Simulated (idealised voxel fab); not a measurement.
process module | voxel trench capacitor
cross-section cut | 190 nm wide | cells 5 nm
A cross-section is a grid of square cells, given in bands from the top down. A band is one or more rows of cells.
Each band's line starts with the height of the band's top and of its bottom, in nm. Then come its materials from left to right, each with its width in nm. One material with "throughout" fills the band from edge to edge. "air" is empty space.
Height 0 is the level under which the wafer as received is all one material. The lowest band goes on downwards, as in "0 down".
A width such as "30 to 40" changes by the same amount from each row of cells to the next, from the band's top row to its bottom row.
"no change" after a step means that no cell of the cross-section changed.
closed voids: empty space of 8 cells or more with no open way to the top, each as width x height at its distance from the left edge, in nm
after a step's settings: what the simulator itself notes on the step
overlay nm, on a step with a mask: how far to the right of its planned place the mask lay; to the left if negative
plan
1 op RECEIVE | material Si
2 op CONFORMAL_DEP | material SiN | thk nm 5
3 op DIRECTIONAL_DEP | material aC | thk nm 10
4 op PATTERN | tone open | mask id TRENCH | material resist | width nm 30 | pitch nm 55 | thk nm 25 | overlay nm 0
5 op DIRECTIONAL_ETCH | etch materials aC | depth nm 10
6 op STRIP | etch materials resist
7 op DIRECTIONAL_ETCH | etch materials SiN | depth nm 5
8 op DIRECTIONAL_ETCH | etch materials Si | depth nm 30
9 op STRIP | etch materials aC
10 op CONFORMAL_DEP | material HfO2 | thk nm 5
11 op CONFORMAL_DEP | material TiN | thk nm 5
12 op FILL_DEP | material W | thk nm 10
13 op CMP | height nm 5
first wafer, as planned
as received, after step 1
  0 down: Si throughout
  closed voids: none
after step 2
  5 to 0: SiN throughout
  below 0: unchanged
after step 3
  15 to 5: aC throughout
  below 5: unchanged
after step 4
  40 to 15: resist 25 | air 30 | resist 25 | air 30 | resist 25 | air 30 | resist 25
  below 15: unchanged
after step 5
  30 to 15: resist 25 | air 30 | resist 25 | air 30 | resist 25 | air 30 | resist 25
  15 to 5: aC 25 | air 30 | aC 25 | air 30 | aC 25 | air 30 | aC 25
  below 5: unchanged
after step 6
  15 to 5: aC 25 | air 30 | aC 25 | air 30 | aC 25 | air 30 | aC 25
  below 5: unchanged
after step 7
  15 to 5: aC 25 | air 30 | aC 25 | air 30 | aC 25 | air 30 | aC 25
  5 to 0: SiN 25 | air 30 | SiN 25 | air 30 | SiN 25 | air 30 | SiN 25
  below 0: unchanged
after step 8
  15 to 5: aC 25 | air 30 | aC 25 | air 30 | aC 25 | air 30 | aC 25
  5 to 0: SiN 25 | air 30 | SiN 25 | air 30 | SiN 25 | air 30 | SiN 25
  0 to -30: Si 25 | air 30 | Si 25 | air 30 | Si 25 | air 30 | Si 25
  below -30: unchanged
after step 9
  5 to 0: SiN 25 | air 30 | SiN 25 | air 30 | SiN 25 | air 30 | SiN 25
  below 0: unchanged
after step 10
  10 to 5: HfO2 30 | air 20 | HfO2 35 | air 20 | HfO2 35 | air 20 | HfO2 30
  5 to 0: SiN 25 | HfO2 5 | air 20 | HfO2 5 | SiN 25 | HfO2 5 | air 20 | HfO2 5 | SiN 25 | HfO2 5 | air 20 | HfO2 5 | SiN 25
  0 to -25: Si 25 | HfO2 5 | air 20 | HfO2 5 | Si 25 | HfO2 5 | air 20 | HfO2 5 | Si 25 | HfO2 5 | air 20 | HfO2 5 | Si 25
  -25 to -30: Si 25 | HfO2 30 | Si 25 | HfO2 30 | Si 25 | HfO2 30 | Si 25
  below -30: unchanged
after step 11
  15 to 10: TiN 35 | air 10 | TiN 45 | air 10 | TiN 45 | air 10 | TiN 35
  10 to 5: HfO2 30 | TiN 5 | air 10 | TiN 5 | HfO2 35 | TiN 5 | air 10 | TiN 5 | HfO2 35 | TiN 5 | air 10 | TiN 5 | HfO2 30
  5 to 0: SiN 25 | HfO2 5 | TiN 5 | air 10 | TiN 5 | HfO2 5 | SiN 25 | HfO2 5 | TiN 5 | air 10 | TiN 5 | HfO2 5 | SiN 25 | HfO2 5 | TiN 5 | air 10 | TiN 5 | HfO2 5 | SiN 25
  0 to -20: Si 25 | HfO2 5 | TiN 5 | air 10 | TiN 5 | HfO2 5 | Si 25 | HfO2 5 | TiN 5 | air 10 | TiN 5 | HfO2 5 | Si 25 | HfO2 5 | TiN 5 | air 10 | TiN 5 | HfO2 5 | Si 25
  -20 to -25: Si 25 | HfO2 5 | TiN 20 | HfO2 5 | Si 25 | HfO2 5 | TiN 20 | HfO2 5 | Si 25 | HfO2 5 | TiN 20 | HfO2 5 | Si 25
  below -25: unchanged
after step 12
  25 to 15: W throughout
  15 to 10: TiN 35 | W 10 | TiN 45 | W 10 | TiN 45 | W 10 | TiN 35
  10 to 5: HfO2 30 | TiN 5 | W 10 | TiN 5 | HfO2 35 | TiN 5 | W 10 | TiN 5 | HfO2 35 | TiN 5 | W 10 | TiN 5 | HfO2 30
  5 to 0: SiN 25 | HfO2 5 | TiN 5 | W 10 | TiN 5 | HfO2 5 | SiN 25 | HfO2 5 | TiN 5 | W 10 | TiN 5 | HfO2 5 | SiN 25 | HfO2 5 | TiN 5 | W 10 | TiN 5 | HfO2 5 | SiN 25
  0 to -20: Si 25 | HfO2 5 | TiN 5 | W 10 | TiN 5 | HfO2 5 | Si 25 | HfO2 5 | TiN 5 | W 10 | TiN 5 | HfO2 5 | Si 25 | HfO2 5 | TiN 5 | W 10 | TiN 5 | HfO2 5 | Si 25
  below -20: unchanged
after step 13
  5 to 0: SiN 25 | HfO2 5 | TiN 5 | W 10 | TiN 5 | HfO2 5 | SiN 25 | HfO2 5 | TiN 5 | W 10 | TiN 5 | HfO2 5 | SiN 25 | HfO2 5 | TiN 5 | W 10 | TiN 5 | HfO2 5 | SiN 25
  below 0: unchanged
second wafer: like start, like plan, one mistake. Through step 7 it matches the first wafer
when step 8 should have ended
  15 to 5: aC 25 | air 30 | aC 25 | air 30 | aC 25 | air 30 | aC 25
  5 to 0: SiN 25 | air 30 | SiN 25 | air 30 | SiN 25 | air 30 | SiN 25
  0 to -60: Si 25 | air 30 | Si 25 | air 30 | Si 25 | air 30 | Si 25
  below -60: unchanged
when step 9 should have ended
  5 to 0: SiN 25 | air 30 | SiN 25 | air 30 | SiN 25 | air 30 | SiN 25
  below 0: unchanged
when step 10 should have ended
  10 to 5: HfO2 30 | air 20 | HfO2 35 | air 20 | HfO2 35 | air 20 | HfO2 30
  5 to 0: SiN 25 | HfO2 5 | air 20 | HfO2 5 | SiN 25 | HfO2 5 | air 20 | HfO2 5 | SiN 25 | HfO2 5 | air 20 | HfO2 5 | SiN 25
  0 to -55: Si 25 | HfO2 5 | air 20 | HfO2 5 | Si 25 | HfO2 5 | air 20 | HfO2 5 | Si 25 | HfO2 5 | air 20 | HfO2 5 | Si 25
  -55 to -60: Si 25 | HfO2 30 | Si 25 | HfO2 30 | Si 25 | HfO2 30 | Si 25
  below -60: unchanged
when step 11 should have ended
  15 to 10: TiN 35 | air 10 | TiN 45 | air 10 | TiN 45 | air 10 | TiN 35
  10 to 5: HfO2 30 | TiN 5 | air 10 | TiN 5 | HfO2 35 | TiN 5 | air 10 | TiN 5 | HfO2 35 | TiN 5 | air 10 | TiN 5 | HfO2 30
  5 to 0: SiN 25 | HfO2 5 | TiN 5 | air 10 | TiN 5 | HfO2 5 | SiN 25 | HfO2 5 | TiN 5 | air 10 | TiN 5 | HfO2 5 | SiN 25 | HfO2 5 | TiN 5 | air 10 | TiN 5 | HfO2 5 | SiN 25
  0 to -50: Si 25 | HfO2 5 | TiN 5 | air 10 | TiN 5 | HfO2 5 | Si 25 | HfO2 5 | TiN 5 | air 10 | TiN 5 | HfO2 5 | Si 25 | HfO2 5 | TiN 5 | air 10 | TiN 5 | HfO2 5 | Si 25
  -50 to -55: Si 25 | HfO2 5 | TiN 20 | HfO2 5 | Si 25 | HfO2 5 | TiN 20 | HfO2 5 | Si 25 | HfO2 5 | TiN 20 | HfO2 5 | Si 25
  below -55: unchanged
when step 12 should have ended
  25 to 15: W throughout
  15 to 10: TiN 35 | W 10 | TiN 45 | W 10 | TiN 45 | W 10 | TiN 35
  10 to 5: HfO2 30 | TiN 5 | W 10 | TiN 5 | HfO2 35 | TiN 5 | W 10 | TiN 5 | HfO2 35 | TiN 5 | W 10 | TiN 5 | HfO2 30
  5 to 0: SiN 25 | HfO2 5 | TiN 5 | W 10 | TiN 5 | HfO2 5 | SiN 25 | HfO2 5 | TiN 5 | W 10 | TiN 5 | HfO2 5 | SiN 25 | HfO2 5 | TiN 5 | W 10 | TiN 5 | HfO2 5 | SiN 25
  0 to -50: Si 25 | HfO2 5 | TiN 5 | W 10 | TiN 5 | HfO2 5 | Si 25 | HfO2 5 | TiN 5 | W 10 | TiN 5 | HfO2 5 | Si 25 | HfO2 5 | TiN 5 | W 10 | TiN 5 | HfO2 5 | Si 25
  below -50: unchanged
when step 13 should have ended
  5 to 0: SiN 25 | HfO2 5 | TiN 5 | W 10 | TiN 5 | HfO2 5 | SiN 25 | HfO2 5 | TiN 5 | W 10 | TiN 5 | HfO2 5 | SiN 25 | HfO2 5 | TiN 5 | W 10 | TiN 5 | HfO2 5 | SiN 25
  below 0: unchanged
what went wrong: step 8 was run twice
at the end the second wafer has, in cells: 36 more of HfO2 | 108 fewer of Si | 36 more of TiN | 36 more of W
